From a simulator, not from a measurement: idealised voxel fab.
voxel self aligned vias: a process module
Cross-sectional view cut (width: 170 nm; square cell size: 5 nm).
A cross-section in this document is a grid of square cells, and it is written down as bands, the top band listed before the ones below it; a band is made up of one or more rows of cells. The entry gives the band's vertical extent as a top height and a bottom height in nm, then its horizontal make-up as materials from left to right, each with a width in nm. "empty" stands for empty space; a single material marked "full width" fills the band edge to edge. Height reference: 0 = level under which incoming wafer is all one material. Lowest band: no bottom, runs on downward, e.g. "0 nm and below". Read "30->40" as a graded width: first number on top, second number at the bottom, same change between each pair of neighbouring rows. Key: "everything unchanged" - step with no changed cell in the cross-section. "Closed internal voids": empty spaces of 8 cells or more with no open way to the top, each given as width x height at distance, distance from the left edge, all in nm. Formally, on a step line, whatever follows the settings is a remark that the simulator itself makes on the step. "overlay nm" answers the question of how far to the right of plan the mask lay on a step that has a mask, and when it is negative the answer is to the left. From here on the document is pairs. In a pair, the cross-section before one process step comes with the cross-section after it, and the latter goes no deeper than the lowest band that changed. What lies in between, the step and its settings, is written under the pair. A pair may be from a different run of this module on the same starting wafer than the pair above it, so it continues from that pair only where its entry headed "Before the step" says so.

# Before the step
* 0 nm and below | Si full width
* Closed internal voids: none

# after
* 15 nm to 0 nm | SiO2 full width
* Under 0: no change, same as before.
* Closed internal voids: none
Link between the two cross-sections above: CONFORMAL_DEP (material SiO2; thk nm 15)

Before the step: Please consult the pair immediately above; the cross-section it shows after its step is the state before this step.

# after
* 20 nm to 15 nm | SiCN full width
* Under 15: no change, same as before.
* Closed internal voids: none
Link between the two cross-sections above: CONFORMAL_DEP (material SiCN; thk nm 5)

Before the step: Please consult the pair immediately above; the cross-section it shows after its step is the state before this step.

# after
* 40 nm to 20 nm | lowk full width
* Under 20: no change, same as before.
* Closed internal voids: none
Link between the two cross-sections above: DIRECTIONAL_DEP (material lowk; thk nm 20)

Before the step: Please consult the pair immediately above; the cross-section it shows after its step is the state before this step.

# after
* 60 nm to 40 nm | resist 20 nm  empty 20 nm  resist 35 nm  empty 20 nm  resist 35 nm  empty 20 nm  resist 20 nm
* Under 40: no change, same as before.
* Closed internal voids: none
Link between the two cross-sections above: PATTERN (tone open; mask id LINES; material resist; width nm 20; pitch nm 55; thk nm 20; overlay nm 0)

Before the step: Please consult the pair immediately above; the cross-section it shows after its step is the state before this step.

# after
* 60 nm to 40 nm | resist 20 nm  empty 20 nm  resist 35 nm  empty 20 nm  resist 35 nm  empty 20 nm  resist 20 nm
* 40 nm to 20 nm | lowk 20 nm  empty 20 nm  lowk 35 nm  empty 20 nm  lowk 35 nm  empty 20 nm  lowk 20 nm
* Under 20: no change, same as before.
* Closed internal voids: none
Link between the two cross-sections above: DIRECTIONAL_ETCH (etch materials lowk; depth nm 20)

Before the step: Please consult the pair immediately above; the cross-section it shows after its step is the state before this step.

# after
* 40 nm to 20 nm | lowk 20 nm  empty 20 nm  lowk 35 nm  empty 20 nm  lowk 35 nm  empty 20 nm  lowk 20 nm
* Under 20: no change, same as before.
* Closed internal voids: none
Link between the two cross-sections above: STRIP (etch materials resist)

Before the step: Please consult the pair immediately above; the cross-section it shows after its step is the state before this step.

# after
* 45 nm to 40 nm | TiN 25 nm  empty 10 nm  TiN 45 nm  empty 10 nm  TiN 45 nm  empty 10 nm  TiN 25 nm
* 40 nm to 25 nm | lowk 20 nm  TiN 5 nm  empty 10 nm  TiN 5 nm  lowk 35 nm  TiN 5 nm  empty 10 nm  TiN 5 nm  lowk 35 nm  TiN 5 nm  empty 10 nm  TiN 5 nm  lowk 20 nm
* 25 nm to 20 nm | lowk 20 nm  TiN 20 nm  lowk 35 nm  TiN 20 nm  lowk 35 nm  TiN 20 nm  lowk 20 nm
* Under 20: no change, same as before.
* Closed internal voids: none
Link between the two cross-sections above: CONFORMAL_DEP (material TiN; thk nm 5)

Before the step: Please consult the pair immediately above; the cross-section it shows after its step is the state before this step.

# after
* 50 nm to 45 nm | Ru full width
* 45 nm to 40 nm | TiN 25 nm  Ru 10 nm  TiN 45 nm  Ru 10 nm  TiN 45 nm  Ru 10 nm  TiN 25 nm
* 40 nm to 25 nm | lowk 20 nm  TiN 5 nm  Ru 10 nm  TiN 5 nm  lowk 35 nm  TiN 5 nm  Ru 10 nm  TiN 5 nm  lowk 35 nm  TiN 5 nm  Ru 10 nm  TiN 5 nm  lowk 20 nm
* Under 25: no change, same as before.
* Closed internal voids: none
Link between the two cross-sections above: FILL_DEP (material Ru; thk nm 5)

Before the step: Please consult the pair immediately above; the cross-section it shows after its step is the state before this step.

# after
* 40 nm to 25 nm | lowk 20 nm  TiN 5 nm  Ru 10 nm  TiN 5 nm  lowk 35 nm  TiN 5 nm  Ru 10 nm  TiN 5 nm  lowk 35 nm  TiN 5 nm  Ru 10 nm  TiN 5 nm  lowk 20 nm
* Under 25: no change, same as before.
* Closed internal voids: none
Link between the two cross-sections above: CMP (height nm 40)

Before the step: Please consult the pair immediately above; the cross-section it shows after its step is the state before this step.

# after
* 40 nm to 30 nm | lowk 20 nm  empty 20 nm  lowk 35 nm  empty 20 nm  lowk 35 nm  empty 20 nm  lowk 20 nm
* Under 30: no change, same as before.
* Closed internal voids: none
Link between the two cross-sections above: SELECTIVE_ETCH (etch materials W Ru TiN; depth nm 10)

Before the step: Please consult the pair immediately above; the cross-section it shows after its step is the state before this step.

# after
* 50 nm to 40 nm | SiN full width
* 40 nm to 30 nm | lowk 20 nm  SiN 20 nm  lowk 35 nm  SiN 20 nm  lowk 35 nm  SiN 20 nm  lowk 20 nm
* Under 30: no change, same as before.
* Closed internal voids: none
Link between the two cross-sections above: FILL_DEP (material SiN; thk nm 10)

Before the step: Please consult the pair immediately above; the cross-section it shows after its step is the state before this step.

# after
* 40 nm to 30 nm | lowk 20 nm  SiN 20 nm  lowk 35 nm  SiN 20 nm  lowk 35 nm  SiN 20 nm  lowk 20 nm
* Under 30: no change, same as before.
* Closed internal voids: none
Link between the two cross-sections above: CMP (height nm 40)

Before the step: Please consult the pair immediately above; the cross-section it shows after its step is the state before this step.

# after
* 60 nm to 40 nm | lowk full width
* Under 40: no change, same as before.
* Closed internal voids: none
Link between the two cross-sections above: DIRECTIONAL_DEP (material lowk; thk nm 20)

Before the step: Please consult the pair immediately above; the cross-section it shows after its step is the state before this step.

# after
* 60 nm to 40 nm | lowk 15 nm  empty 30 nm  lowk 80 nm  empty 30 nm  lowk 15 nm
* Under 40: no change, same as before.
* Closed internal voids: none
Link between the two cross-sections above: MASKED_ETCH (tone open; mask id VIAS; width nm 30; pitch nm 110; etch materials lowk; depth nm 20; overlay nm 0)

Before the step: Please consult the pair immediately above; the cross-section it shows after its step is the state before this step.

# after
* 60 nm to 40 nm | lowk 15 nm  empty 30 nm  lowk 80 nm  empty 30 nm  lowk 15 nm
* 40 nm to 30 nm | lowk 20 nm  empty 20 nm  lowk 35 nm  SiN 20 nm  lowk 35 nm  empty 20 nm  lowk 20 nm
* Under 30: no change, same as before.
* Closed internal voids: none
Link between the two cross-sections above: MASKED_ETCH (tone open; mask id VIAS; width nm 30; pitch nm 110; etch materials SiN; depth nm 10; overlay nm 0)

Before the step: Please consult the pair immediately above; the cross-section it shows after its step is the state before this step.

# after
* 65 nm to 60 nm | TiN 20 nm  empty 20 nm  TiN 90 nm  empty 20 nm  TiN 20 nm
* 60 nm to 45 nm | lowk 15 nm  TiN 5 nm  empty 20 nm  TiN 5 nm  lowk 80 nm  TiN 5 nm  empty 20 nm  TiN 5 nm  lowk 15 nm
* 45 nm to 40 nm | lowk 15 nm  TiN 10 nm  empty 10 nm  TiN 10 nm  lowk 80 nm  TiN 10 nm  empty 10 nm  TiN 10 nm  lowk 15 nm
* 40 nm to 35 nm | lowk 20 nm  TiN 5 nm  empty 10 nm  TiN 5 nm  lowk 35 nm  SiN 20 nm  lowk 35 nm  TiN 5 nm  empty 10 nm  TiN 5 nm  lowk 20 nm
* 35 nm to 30 nm | lowk 20 nm  TiN 20 nm  lowk 35 nm  SiN 20 nm  lowk 35 nm  TiN 20 nm  lowk 20 nm
* Under 30: no change, same as before.
* Closed internal voids: none
Link between the two cross-sections above: CONFORMAL_DEP (material TiN; thk nm 5)

Before the step: Please consult the pair immediately above; the cross-section it shows after its step is the state before this step.

# after
* 75 nm to 65 nm | Ru full width
* 65 nm to 60 nm | TiN 20 nm  Ru 20 nm  TiN 90 nm  Ru 20 nm  TiN 20 nm
* 60 nm to 45 nm | lowk 15 nm  TiN 5 nm  Ru 20 nm  TiN 5 nm  lowk 80 nm  TiN 5 nm  Ru 20 nm  TiN 5 nm  lowk 15 nm
* 45 nm to 40 nm | lowk 15 nm  TiN 10 nm  Ru 10 nm  TiN 10 nm  lowk 80 nm  TiN 10 nm  Ru 10 nm  TiN 10 nm  lowk 15 nm
* 40 nm to 35 nm | lowk 20 nm  TiN 5 nm  Ru 10 nm  TiN 5 nm  lowk 35 nm  SiN 20 nm  lowk 35 nm  TiN 5 nm  Ru 10 nm  TiN 5 nm  lowk 20 nm
* Under 35: no change, same as before.
* Closed internal voids: none
Link between the two cross-sections above: FILL_DEP (material Ru; thk nm 10)

Before the step: Please consult the pair immediately above; the cross-section it shows after its step is the state before this step.

# after
* 60 nm to 45 nm | lowk 15 nm  TiN 5 nm  Ru 20 nm  TiN 5 nm  lowk 80 nm  TiN 5 nm  Ru 20 nm  TiN 5 nm  lowk 15 nm
* Under 45: no change, same as before.
* Closed internal voids: none
Link between the two cross-sections above: CMP (height nm 60)

Before the step: Please consult the pair immediately above; the cross-section it shows after its step is the state before this step.

# after
* 65 nm to 60 nm | SiN full width
* Under 60: no change, same as before.
* Closed internal voids: none
Link between the two cross-sections above: CONFORMAL_DEP (material SiN; thk nm 5)

# Before the step
* 75 nm to 65 nm | Ru full width
* 65 nm to 60 nm | TiN 20 nm  Ru 20 nm  TiN 90 nm  Ru 20 nm  TiN 20 nm
* 60 nm to 45 nm | lowk 15 nm  TiN 5 nm  Ru 20 nm  TiN 5 nm  lowk 80 nm  TiN 5 nm  Ru 20 nm  TiN 5 nm  lowk 15 nm
* 45 nm to 40 nm | lowk 15 nm  TiN 10 nm  Ru 10 nm  TiN 10 nm  lowk 80 nm  TiN 10 nm  Ru 10 nm  TiN 10 nm  lowk 15 nm
* 40 nm to 35 nm | lowk 20 nm  TiN 5 nm  Ru 10 nm  TiN 5 nm  lowk 35 nm  SiN 20 nm  lowk 35 nm  TiN 5 nm  Ru 10 nm  TiN 5 nm  lowk 20 nm
* 35 nm to 30 nm | lowk 20 nm  TiN 20 nm  lowk 35 nm  SiN 20 nm  lowk 35 nm  TiN 20 nm  lowk 20 nm
* 30 nm to 25 nm | lowk 20 nm  TiN 5 nm  Ru 10 nm  TiN 5 nm  lowk 35 nm  TiN 5 nm  Ru 10 nm  TiN 5 nm  lowk 35 nm  TiN 5 nm  Ru 10 nm  TiN 5 nm  lowk 20 nm
* 25 nm to 20 nm | lowk 20 nm  TiN 20 nm  lowk 35 nm  TiN 20 nm  lowk 35 nm  TiN 20 nm  lowk 20 nm
* 20 nm to 15 nm | SiCN full width
* 15 nm to 0 nm | SiO2 full width
* 0 nm and below | Si full width
* Closed internal voids: none

# after
* 80 nm to 75 nm | SiN full width
* Under 75: no change, same as before.
* Closed internal voids: none
Link between the two cross-sections above: CONFORMAL_DEP (material SiN; thk nm 5)

# Before the step
* 15 nm to 0 nm | SiO2 full width
* 0 nm and below | Si full width
* Closed internal voids: none

# after
* 30 nm to 0 nm | SiO2 full width
* Under 0: no change, same as before.
* Closed internal voids: none
Link between the two cross-sections above: CONFORMAL_DEP (material SiO2; thk nm 15)

Before the step: Please consult the pair immediately above; the cross-section it shows after its step is the state before this step.

# after
* 35 nm to 30 nm | SiCN full width
* Under 30: no change, same as before.
* Closed internal voids: none
Link between the two cross-sections above: CONFORMAL_DEP (material SiCN; thk nm 5)

Before the step: Please consult the pair immediately above; the cross-section it shows after its step is the state before this step.

# after
* 55 nm to 35 nm | lowk full width
* Under 35: no change, same as before.
* Closed internal voids: none
Link between the two cross-sections above: DIRECTIONAL_DEP (material lowk; thk nm 20)

Before the step: Please consult the pair immediately above; the cross-section it shows after its step is the state before this step.

# after
* 75 nm to 55 nm | resist 20 nm  empty 20 nm  resist 35 nm  empty 20 nm  resist 35 nm  empty 20 nm  resist 20 nm
* Under 55: no change, same as before.
* Closed internal voids: none
Link between the two cross-sections above: PATTERN (tone open; mask id LINES; material resist; width nm 20; pitch nm 55; thk nm 20; overlay nm 0)

Before the step: Please consult the pair immediately above; the cross-section it shows after its step is the state before this step.

# after
* 75 nm to 55 nm | resist 20 nm  empty 20 nm  resist 35 nm  empty 20 nm  resist 35 nm  empty 20 nm  resist 20 nm
* 55 nm to 35 nm | lowk 20 nm  empty 20 nm  lowk 35 nm  empty 20 nm  lowk 35 nm  empty 20 nm  lowk 20 nm
* Under 35: no change, same as before.
* Closed internal voids: none
Link between the two cross-sections above: DIRECTIONAL_ETCH (etch materials lowk; depth nm 20)

Before the step: Please consult the pair immediately above; the cross-section it shows after its step is the state before this step.

# after
* 55 nm to 35 nm | lowk 20 nm  empty 20 nm  lowk 35 nm  empty 20 nm  lowk 35 nm  empty 20 nm  lowk 20 nm
* Under 35: no change, same as before.
* Closed internal voids: none
Link between the two cross-sections above: STRIP (etch materials resist)

Before the step: Please consult the pair immediately above; the cross-section it shows after its step is the state before this step.

# after
* 60 nm to 55 nm | TiN 25 nm  empty 10 nm  TiN 45 nm  empty 10 nm  TiN 45 nm  empty 10 nm  TiN 25 nm
* 55 nm to 40 nm | lowk 20 nm  TiN 5 nm  empty 10 nm  TiN 5 nm  lowk 35 nm  TiN 5 nm  empty 10 nm  TiN 5 nm  lowk 35 nm  TiN 5 nm  empty 10 nm  TiN 5 nm  lowk 20 nm
* 40 nm to 35 nm | lowk 20 nm  TiN 20 nm  lowk 35 nm  TiN 20 nm  lowk 35 nm  TiN 20 nm  lowk 20 nm
* Under 35: no change, same as before.
* Closed internal voids: none
Link between the two cross-sections above: CONFORMAL_DEP (material TiN; thk nm 5)

Before the step: Please consult the pair immediately above; the cross-section it shows after its step is the state before this step.

# after
* 65 nm to 60 nm | Ru full width
* 60 nm to 55 nm | TiN 25 nm  Ru 10 nm  TiN 45 nm  Ru 10 nm  TiN 45 nm  Ru 10 nm  TiN 25 nm
* 55 nm to 40 nm | lowk 20 nm  TiN 5 nm  Ru 10 nm  TiN 5 nm  lowk 35 nm  TiN 5 nm  Ru 10 nm  TiN 5 nm  lowk 35 nm  TiN 5 nm  Ru 10 nm  TiN 5 nm  lowk 20 nm
* Under 40: no change, same as before.
* Closed internal voids: none
Link between the two cross-sections above: FILL_DEP (material Ru; thk nm 5)

Before the step: Please consult the pair immediately above; the cross-section it shows after its step is the state before this step.

# after
* 40 nm to 35 nm | lowk 20 nm  TiN 20 nm  lowk 35 nm  TiN 20 nm  lowk 35 nm  TiN 20 nm  lowk 20 nm
* Under 35: no change, same as before.
* Closed internal voids: none
Link between the two cross-sections above: CMP (height nm 40)

Before the step: Please consult the pair immediately above; the cross-section it shows after its step is the state before this step.

# after
* 40 nm to 35 nm | lowk 20 nm  empty 20 nm  lowk 35 nm  empty 20 nm  lowk 35 nm  empty 20 nm  lowk 20 nm
* Under 35: no change, same as before.
* Closed internal voids: none
Link between the two cross-sections above: SELECTIVE_ETCH (etch materials W Ru TiN; depth nm 10)

Before the step: Please consult the pair immediately above; the cross-section it shows after its step is the state before this step.

# after
* 50 nm to 40 nm | SiN full width
* 40 nm to 35 nm | lowk 20 nm  SiN 20 nm  lowk 35 nm  SiN 20 nm  lowk 35 nm  SiN 20 nm  lowk 20 nm
* Under 35: no change, same as before.
* Closed internal voids: none
Link between the two cross-sections above: FILL_DEP (material SiN; thk nm 10)

Before the step: Please consult the pair immediately above; the cross-section it shows after its step is the state before this step.

# after
* 40 nm to 35 nm | lowk 20 nm  SiN 20 nm  lowk 35 nm  SiN 20 nm  lowk 35 nm  SiN 20 nm  lowk 20 nm
* Under 35: no change, same as before.
* Closed internal voids: none
Link between the two cross-sections above: CMP (height nm 40)

Before the step: Please consult the pair immediately above; the cross-section it shows after its step is the state before this step.

# after
* 60 nm to 40 nm | lowk full width
* Under 40: no change, same as before.
* Closed internal voids: none
Link between the two cross-sections above: DIRECTIONAL_DEP (material lowk; thk nm 20)

Before the step: Please consult the pair immediately above; the cross-section it shows after its step is the state before this step.

# after
* 60 nm to 40 nm | lowk 15 nm  empty 30 nm  lowk 80 nm  empty 30 nm  lowk 15 nm
* Under 40: no change, same as before.
* Closed internal voids: none
Link between the two cross-sections above: MASKED_ETCH (tone open; mask id VIAS; width nm 30; pitch nm 110; etch materials lowk; depth nm 20; overlay nm 0)

Before the step: Please consult the pair immediately above; the cross-section it shows after its step is the state before this step.

# after
* 60 nm to 40 nm | lowk 15 nm  empty 30 nm  lowk 80 nm  empty 30 nm  lowk 15 nm
* 40 nm to 35 nm | lowk 20 nm  empty 20 nm  lowk 35 nm  SiN 20 nm  lowk 35 nm  empty 20 nm  lowk 20 nm
* Under 35: no change, same as before.
* Closed internal voids: none
Link between the two cross-sections above: MASKED_ETCH (tone open; mask id VIAS; width nm 30; pitch nm 110; etch materials SiN; depth nm 10; overlay nm 0)

Before the step: Please consult the pair immediately above; the cross-section it shows after its step is the state before this step.

# after
* 65 nm to 60 nm | TiN 20 nm  empty 20 nm  TiN 90 nm  empty 20 nm  TiN 20 nm
* 60 nm to 45 nm | lowk 15 nm  TiN 5 nm  empty 20 nm  TiN 5 nm  lowk 80 nm  TiN 5 nm  empty 20 nm  TiN 5 nm  lowk 15 nm
* 45 nm to 40 nm | lowk 15 nm  TiN 10 nm  empty 10 nm  TiN 10 nm  lowk 80 nm  TiN 10 nm  empty 10 nm  TiN 10 nm  lowk 15 nm
* 40 nm to 35 nm | lowk 20 nm  TiN 20 nm  lowk 35 nm  SiN 20 nm  lowk 35 nm  TiN 20 nm  lowk 20 nm
* Under 35: no change, same as before.
* Closed internal voids: none
Link between the two cross-sections above: CONFORMAL_DEP (material TiN; thk nm 5)

Before the step: Please consult the pair immediately above; the cross-section it shows after its step is the state before this step.

# after
* 75 nm to 65 nm | Ru full width
* 65 nm to 60 nm | TiN 20 nm  Ru 20 nm  TiN 90 nm  Ru 20 nm  TiN 20 nm
* 60 nm to 45 nm | lowk 15 nm  TiN 5 nm  Ru 20 nm  TiN 5 nm  lowk 80 nm  TiN 5 nm  Ru 20 nm  TiN 5 nm  lowk 15 nm
* 45 nm to 40 nm | lowk 15 nm  TiN 10 nm  Ru 10 nm  TiN 10 nm  lowk 80 nm  TiN 10 nm  Ru 10 nm  TiN 10 nm  lowk 15 nm
* Under 40: no change, same as before.
* Closed internal voids: none
Link between the two cross-sections above: FILL_DEP (material Ru; thk nm 10)

Before the step: Please consult the pair immediately above; the cross-section it shows after its step is the state before this step.

# after
* 60 nm to 45 nm | lowk 15 nm  TiN 5 nm  Ru 20 nm  TiN 5 nm  lowk 80 nm  TiN 5 nm  Ru 20 nm  TiN 5 nm  lowk 15 nm
* Under 45: no change, same as before.
* Closed internal voids: none
Link between the two cross-sections above: CMP (height nm 60)

Before the step: Please consult the pair immediately above; the cross-section it shows after its step is the state before this step.

# after
* 65 nm to 60 nm | SiN full width
* Under 60: no change, same as before.
* Closed internal voids: none
Link between the two cross-sections above: CONFORMAL_DEP (material SiN; thk nm 5)

# Before the step
* 15 nm to 0 nm | SiO2 full width
* 0 nm and below | Si full width
* Closed internal voids: none

# after
* 35 nm to 15 nm | lowk full width
* Under 15: no change, same as before.
* Closed internal voids: none
Link between the two cross-sections above: DIRECTIONAL_DEP (material lowk; thk nm 20)

Before the step: Please consult the pair immediately above; the cross-section it shows after its step is the state before this step.

# after
* 40 nm to 35 nm | SiCN full width
* Under 35: no change, same as before.
* Closed internal voids: none
Link between the two cross-sections above: CONFORMAL_DEP (material SiCN; thk nm 5)

Before the step: Please consult the pair immediately above; the cross-section it shows after its step is the state before this step.

# after
* 60 nm to 40 nm | resist 20 nm  empty 20 nm  resist 35 nm  empty 20 nm  resist 35 nm  empty 20 nm  resist 20 nm
* Under 40: no change, same as before.
* Closed internal voids: none
Link between the two cross-sections above: PATTERN (tone open; mask id LINES; material resist; width nm 20; pitch nm 55; thk nm 20; overlay nm 0)

Before the step: Please consult the pair immediately above; the cross-section it shows after its step is the state before this step.

# after
* 40 nm to 35 nm | SiCN full width
* Under 35: no change, same as before.
* Closed internal voids: none
Link between the two cross-sections above: STRIP (etch materials resist)

Before the step: Please consult the pair immediately above; the cross-section it shows after its step is the state before this step.

# after
* 45 nm to 40 nm | TiN full width
* Under 40: no change, same as before.
* Closed internal voids: none
Link between the two cross-sections above: CONFORMAL_DEP (material TiN; thk nm 5)

Before the step: Please consult the pair immediately above; the cross-section it shows after its step is the state before this step.

# after
* 50 nm to 45 nm | Ru full width
* Under 45: no change, same as before.
* Closed internal voids: none
Link between the two cross-sections above: FILL_DEP (material Ru; thk nm 5)

Before the step: Please consult the pair immediately above; the cross-section it shows after its step is the state before this step.

# after
* 40 nm to 35 nm | SiCN full width
* Under 35: no change, same as before.
* Closed internal voids: none
Link between the two cross-sections above: CMP (height nm 40)

Before the step: Please consult the pair immediately above; the cross-section it shows after its step is the state before this step.

# after
* 50 nm to 40 nm | SiN full width
* Under 40: no change, same as before.
* Closed internal voids: none
Link between the two cross-sections above: FILL_DEP (material SiN; thk nm 10)

Before the step: Please consult the pair immediately above; the cross-section it shows after its step is the state before this step.

# after
* 40 nm to 35 nm | SiCN full width
* Under 35: no change, same as before.
* Closed internal voids: none
Link between the two cross-sections above: CMP (height nm 40)

Before the step: Please consult the pair immediately above; the cross-section it shows after its step is the state before this step.

# after
* 60 nm to 40 nm | lowk full width
* Under 40: no change, same as before.
* Closed internal voids: none
Link between the two cross-sections above: DIRECTIONAL_DEP (material lowk; thk nm 20)

Before the step: Please consult the pair immediately above; the cross-section it shows after its step is the state before this step.

# after
* 60 nm to 40 nm | lowk 15 nm  empty 30 nm  lowk 80 nm  empty 30 nm  lowk 15 nm
* Under 40: no change, same as before.
* Closed internal voids: none
Link between the two cross-sections above: MASKED_ETCH (tone open; mask id VIAS; width nm 30; pitch nm 110; etch materials lowk; depth nm 20; overlay nm 0)

Before the step: Please consult the pair immediately above; the cross-section it shows after its step is the state before this step.

# after
* 65 nm to 60 nm | TiN 20 nm  empty 20 nm  TiN 90 nm  empty 20 nm  TiN 20 nm
* 60 nm to 45 nm | lowk 15 nm  TiN 5 nm  empty 20 nm  TiN 5 nm  lowk 80 nm  TiN 5 nm  empty 20 nm  TiN 5 nm  lowk 15 nm
* 45 nm to 40 nm | lowk 15 nm  TiN 30 nm  lowk 80 nm  TiN 30 nm  lowk 15 nm
* Under 40: no change, same as before.
* Closed internal voids: none
Link between the two cross-sections above: CONFORMAL_DEP (material TiN; thk nm 5)

Before the step: Please consult the pair immediately above; the cross-section it shows after its step is the state before this step.

# after
* 75 nm to 65 nm | Ru full width
* 65 nm to 60 nm | TiN 20 nm  Ru 20 nm  TiN 90 nm  Ru 20 nm  TiN 20 nm
* 60 nm to 45 nm | lowk 15 nm  TiN 5 nm  Ru 20 nm  TiN 5 nm  lowk 80 nm  TiN 5 nm  Ru 20 nm  TiN 5 nm  lowk 15 nm
* Under 45: no change, same as before.
* Closed internal voids: none
Link between the two cross-sections above: FILL_DEP (material Ru; thk nm 10)

Before the step: Please consult the pair immediately above; the cross-section it shows after its step is the state before this step.

# after
* 60 nm to 45 nm | lowk 15 nm  TiN 5 nm  Ru 20 nm  TiN 5 nm  lowk 80 nm  TiN 5 nm  Ru 20 nm  TiN 5 nm  lowk 15 nm
* Under 45: no change, same as before.
* Closed internal voids: none
Link between the two cross-sections above: CMP (height nm 60)

Before the step: Please consult the pair immediately above; the cross-section it shows after its step is the state before this step.

# after
* 65 nm to 60 nm | SiN full width
* Under 60: no change, same as before.
* Closed internal voids: none
Link between the two cross-sections above: CONFORMAL_DEP (material SiN; thk nm 5)

# Before the step
* 0 nm and below | Si full width
* Closed internal voids: none

# after
* 10 nm to 0 nm | SiO2 full width
* Under 0: no change, same as before.
* Closed internal voids: none
Link between the two cross-sections above: CONFORMAL_DEP (material SiO2; thk nm 10)

Before the step: Please consult the pair immediately above; the cross-section it shows after its step is the state before this step.

# after
* 15 nm to 10 nm | SiCN full width
* Under 10: no change, same as before.
* Closed internal voids: none
Link between the two cross-sections above: CONFORMAL_DEP (material SiCN; thk nm 5)

Before the step: Please consult the pair immediately above; the cross-section it shows after its step is the state before this step.

# after
* 35 nm to 15 nm | lowk full width
* Under 15: no change, same as before.
* Closed internal voids: none
Link between the two cross-sections above: DIRECTIONAL_DEP (material lowk; thk nm 20)

Before the step: Please consult the pair immediately above; the cross-section it shows after its step is the state before this step.

# after
* 55 nm to 35 nm | resist 20 nm  empty 20 nm  resist 35 nm  empty 20 nm  resist 35 nm  empty 20 nm  resist 20 nm
* Under 35: no change, same as before.
* Closed internal voids: none
Link between the two cross-sections above: PATTERN (tone open; mask id LINES; material resist; width nm 20; pitch nm 55; thk nm 20; overlay nm 0)

Before the step: Please consult the pair immediately above; the cross-section it shows after its step is the state before this step.

# after
* 55 nm to 35 nm | resist 20 nm  empty 20 nm  resist 35 nm  empty 20 nm  resist 35 nm  empty 20 nm  resist 20 nm
* 35 nm to 15 nm | lowk 20 nm  empty 20 nm  lowk 35 nm  empty 20 nm  lowk 35 nm  empty 20 nm  lowk 20 nm
* Under 15: no change, same as before.
* Closed internal voids: none
Link between the two cross-sections above: DIRECTIONAL_ETCH (etch materials lowk; depth nm 20)

Before the step: Please consult the pair immediately above; the cross-section it shows after its step is the state before this step.

# after
* 35 nm to 15 nm | lowk 20 nm  empty 20 nm  lowk 35 nm  empty 20 nm  lowk 35 nm  empty 20 nm  lowk 20 nm
* Under 15: no change, same as before.
* Closed internal voids: none
Link between the two cross-sections above: STRIP (etch materials resist)

Before the step: Please consult the pair immediately above; the cross-section it shows after its step is the state before this step.

# after
* 40 nm to 35 nm | TiN 25 nm  empty 10 nm  TiN 45 nm  empty 10 nm  TiN 45 nm  empty 10 nm  TiN 25 nm
* 35 nm to 20 nm | lowk 20 nm  TiN 5 nm  empty 10 nm  TiN 5 nm  lowk 35 nm  TiN 5 nm  empty 10 nm  TiN 5 nm  lowk 35 nm  TiN 5 nm  empty 10 nm  TiN 5 nm  lowk 20 nm
* 20 nm to 15 nm | lowk 20 nm  TiN 20 nm  lowk 35 nm  TiN 20 nm  lowk 35 nm  TiN 20 nm  lowk 20 nm
* Under 15: no change, same as before.
* Closed internal voids: none
Link between the two cross-sections above: CONFORMAL_DEP (material TiN; thk nm 5)

Before the step: Please consult the pair immediately above; the cross-section it shows after its step is the state before this step.

# after
* 45 nm to 40 nm | Ru full width
* 40 nm to 35 nm | TiN 25 nm  Ru 10 nm  TiN 45 nm  Ru 10 nm  TiN 45 nm  Ru 10 nm  TiN 25 nm
* 35 nm to 20 nm | lowk 20 nm  TiN 5 nm  Ru 10 nm  TiN 5 nm  lowk 35 nm  TiN 5 nm  Ru 10 nm  TiN 5 nm  lowk 35 nm  TiN 5 nm  Ru 10 nm  TiN 5 nm  lowk 20 nm
* Under 20: no change, same as before.
* Closed internal voids: none
Link between the two cross-sections above: FILL_DEP (material Ru; thk nm 5)

Before the step: Please consult the pair immediately above; the cross-section it shows after its step is the state before this step.

# after
* 40 nm to 35 nm | TiN 25 nm  Ru 10 nm  TiN 45 nm  Ru 10 nm  TiN 45 nm  Ru 10 nm  TiN 25 nm
* Under 35: no change, same as before.
* Closed internal voids: none
Link between the two cross-sections above: CMP (height nm 40)

Before the step: Please consult the pair immediately above; the cross-section it shows after its step is the state before this step.

# after
* 35 nm to 30 nm | lowk 20 nm  empty 20 nm  lowk 35 nm  empty 20 nm  lowk 35 nm  empty 20 nm  lowk 20 nm
* Under 30: no change, same as before.
* Closed internal voids: none
Link between the two cross-sections above: SELECTIVE_ETCH (etch materials W Ru TiN; depth nm 10)

Before the step: Please consult the pair immediately above; the cross-section it shows after its step is the state before this step.

# after
* 45 nm to 35 nm | SiN full width
* 35 nm to 30 nm | lowk 20 nm  SiN 20 nm  lowk 35 nm  SiN 20 nm  lowk 35 nm  SiN 20 nm  lowk 20 nm
* Under 30: no change, same as before.
* Closed internal voids: none
Link between the two cross-sections above: FILL_DEP (material SiN; thk nm 10)

Before the step: Please consult the pair immediately above; the cross-section it shows after its step is the state before this step.

# after
* 40 nm to 35 nm | SiN full width
* Under 35: no change, same as before.
* Closed internal voids: none
Link between the two cross-sections above: CMP (height nm 40)

Before the step: Please consult the pair immediately above; the cross-section it shows after its step is the state before this step.

# after
* 60 nm to 40 nm | lowk full width
* Under 40: no change, same as before.
* Closed internal voids: none
Link between the two cross-sections above: DIRECTIONAL_DEP (material lowk; thk nm 20)

Before the step: Please consult the pair immediately above; the cross-section it shows after its step is the state before this step.

# after
* 60 nm to 40 nm | lowk 15 nm  empty 30 nm  lowk 80 nm  empty 30 nm  lowk 15 nm
* Under 40: no change, same as before.
* Closed internal voids: none
Link between the two cross-sections above: MASKED_ETCH (tone open; mask id VIAS; width nm 30; pitch nm 110; etch materials lowk; depth nm 20; overlay nm 0)

Before the step: Please consult the pair immediately above; the cross-section it shows after its step is the state before this step.

# after
* 60 nm to 40 nm | lowk 15 nm  empty 30 nm  lowk 80 nm  empty 30 nm  lowk 15 nm
* 40 nm to 35 nm | SiN 15 nm  empty 30 nm  SiN 80 nm  empty 30 nm  SiN 15 nm
* 35 nm to 30 nm | lowk 20 nm  empty 20 nm  lowk 35 nm  SiN 20 nm  lowk 35 nm  empty 20 nm  lowk 20 nm
* Under 30: no change, same as before.
* Closed internal voids: none
Link between the two cross-sections above: MASKED_ETCH (tone open; mask id VIAS; width nm 30; pitch nm 110; etch materials SiN; depth nm 10; overlay nm 0)
